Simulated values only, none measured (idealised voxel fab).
voxel gate over fins: a process module
Section cut is 240 nm wide and gridded with 5 nm square cells.
The cross-sections in this document take the form of a grid made of square cells. They are written out as bands, in order from top to bottom. Each band consists of one or more rows of cells. Quick guide to a band line: top height, bottom height (nm) up front; then every material left to right with its width in nm. Only one material and it's marked "all across"? Then it fills the band edge to edge. And "blank" just means empty space. The level at which height equals 0 is the one under which the wafer, as it arrives, is entirely one material. No lower edge exists for the bottom band, which continues downward and is notated as in "0 nm and below". Quick explanation for "30 to 40": the width changes in equal steps down the rows of cells, from the first number in the band's top row to the second number in its bottom row. "changes: none" (step): cross-section cells unchanged, all of them. The entry titled "Sealed voids" provides the empty spaces that have no open way to the top, restricted to those of 8 cells or more. Each is presented as width x height at distance, the distance being measured from the left edge, with all three in nm. Where a step's line continues beyond its settings, the continuation is a remark by the simulator itself on that step. The optional step-line setting "overlay nm" applies to steps with a mask and quantifies how far to the right of its planned location the mask lay, a negative value indicating leftward placement.
[Planned process steps]
1) RECEIVE (material Si)
2) CONFORMAL_DEP (material SiN; thk nm 5)
3) PATTERN (tone cover; mask id FINS; material resist; width nm 15; pitch nm 50; thk nm 15; overlay nm 0)
4) DIRECTIONAL_ETCH (etch materials SiN; depth nm 5)
5) DIRECTIONAL_ETCH (etch materials Si; depth nm 30)
6) STRIP (etch materials resist)
7) OXIDIZE (depth nm 5)
8) FILL_DEP (material SiO2; thk nm 5)
9) CMP (height nm 5)
10) MASKED_ETCH (tone open; mask id RAIL; width nm 15; etch materials SiO2; depth nm 30; overlay nm 0)
11) CONFORMAL_DEP (material TiN; thk nm 5)
12) FILL_DEP (material W; thk nm 10)
13) CMP (height nm 5)
14) SELECTIVE_ETCH (etch materials W Ru TiN; depth nm 20)
15) FILL_DEP (material SiO2; thk nm 5)
16) CMP (height nm 5)
17) SELECTIVE_ETCH (etch materials SiO2; depth nm 15)
18) STRIP (etch materials SiN)
19) CONFORMAL_DEP (material HfO2; thk nm 5)
20) CONFORMAL_DEP (material TiN; thk nm 5)
21) FILL_DEP (material W; thk nm 15)
22) CMP (height nm 20)
23) CONFORMAL_DEP (material SiN; thk nm 5)
[Incoming wafer, cross-sectional view, post step 1]
    0 nm and below | Si all across
    Sealed voids: none
[The cross-section shown corresponds to the wafer at the conclusion of the module. The initial structure and the process plan are those presented above; however, one mistake occurred in executing the plan]
    25 nm to 20 nm | SiN all across
    20 nm to 10 nm | W all across
    10 nm to 5 nm | W 80 | TiN 25 | W 25 | TiN 25 | W 85
    5 nm to 0 nm | W 80 | TiN 5 | HfO2 15 | TiN 5 | W 25 | TiN 5 | HfO2 15 | TiN 5 | W 85
    0 nm to -5 nm | TiN 85 | HfO2 5 | Si 5 | HfO2 5 | TiN 35 | HfO2 5 | Si 5 | HfO2 5 | TiN 90
    -5 nm to -10 nm | HfO2 90 | Si 5 | HfO2 45 | Si 5 | HfO2 95
    -10 nm to -15 nm | SiO2 90 | Si 5 | SiO2 45 | Si 5 | SiO2 95
    -15 nm to -20 nm | W 80 | TiN 5 | SiO2 5 | Si 5 | SiO2 5 | TiN 10 | SiO2 15 | TiN 10 | SiO2 5 | Si 5 | SiO2 5 | TiN 5 | W 85
    -20 nm to -25 nm | TiN 85 | SiO2 5 | Si 5 | SiO2 5 | TiN 10 | SiO2 15 | TiN 10 | SiO2 5 | Si 5 | SiO2 5 | TiN 90
    -25 nm to -35 nm | SiO2 90 | Si 5 | SiO2 45 | Si 5 | SiO2 95
    -35 nm and below | Si all across
    Sealed voids: none
So what did we get wrong on this run? step 10 deviated from plan and actually ran as MASKED_ETCH (tone cover; mask id RAIL; width nm 15; etch materials SiO2; depth nm 30; overlay nm 0)
